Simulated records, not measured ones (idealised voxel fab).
Process module name: voxel double patterning
Section cut is 175 nm wide and gridded with 5 nm square cells.
Format of a cross-section: grid, square cells. Given as bands. Order: top down. Band: one or more rows of cells. Heights first: top, then bottom, in nm. Then materials, left to right, each with a width in nm. "all across" on a single material: fills the band edge to edge. "blank": empty space. Heights are expressed relative to 0, this being the level below which the as-received wafer comprises one material exclusively. The lowest band is unbounded in the downward direction and is denoted as in "z 0 and below". The expression "30..40" gives the width at the extremes of the band, the first number at its top row of cells and the second at its bottom row, with the width changing by equal amounts from each row to the next in between. Take "remains unaltered" at face value: in the step it is given for, the cross-section changed in none of its cells. "Fully sealed cavities" enumerates empty spaces isolated from the top, with no open way to it, that contain at least 8 cells, giving each as width x height at distance from the left edge, all three in nm. On each step's line, the part that comes after the settings is the simulator's own comment on the step. "overlay nm" answers the question of how far to the right of plan the mask lay on a step that has a mask, and when it is negative the answer is to the left.

[Intended process steps]
1: RECEIVE with material Si
2: CONFORMAL_DEP with material SiN, thk nm 5
3: DIRECTIONAL_DEP with material SiO2, thk nm 20
4: DIRECTIONAL_DEP with material SiCN, thk nm 5
5: DIRECTIONAL_DEP with material aC, thk nm 15
6: PATTERN with tone open, mask id FIRST, material resist, width nm 15, pitch nm 50, thk nm 30, overlay nm 0
7: DIRECTIONAL_ETCH with etch materials aC, depth nm 15
8: STRIP with etch materials resist
9: DIRECTIONAL_ETCH with etch materials SiCN, depth nm 5
10: STRIP with etch materials aC
11: DIRECTIONAL_DEP with material aC, thk nm 10
12: PATTERN with tone open, mask id SECOND, material resist, width nm 15, thk nm 30, overlay nm -15
13: DIRECTIONAL_ETCH with etch materials aC, depth nm 10
14: STRIP with etch materials resist
15: DIRECTIONAL_ETCH with etch materials SiCN, depth nm 5
16: STRIP with etch materials aC
17: DIRECTIONAL_ETCH with etch materials SiO2, depth nm 20
18: STRIP with etch materials SiCN
The value of overlay nm given for step 12 in the plan refers to the first wafer; the wafers vary in this setting and are alike at the start.

[Cross-section: the first of several wafers in its as-received state, i.e. following step 1]
- z 0 and below = Si all across
- Fully sealed cavities: none

[Row per wafer, end-of-module: cell gain (+)/loss (-) by material since the wafer came in, then closed voids]
overlay nm -15, +35 SiN, +108 SiO2, Fully sealed cavities: none
overlay nm -10, +35 SiN, +104 SiO2, Fully sealed cavities: none
overlay nm -5, +35 SiN, +104 SiO2, Fully sealed cavities: none
overlay nm 0, +35 SiN, +104 SiO2, Fully sealed cavities: none
overlay nm 5, +35 SiN, +104 SiO2, Fully sealed cavities: none
overlay nm 10, +35 SiN, +104 SiO2, Fully sealed cavities: none
overlay nm 15, +35 SiN, +108 SiO2, Fully sealed cavities: none
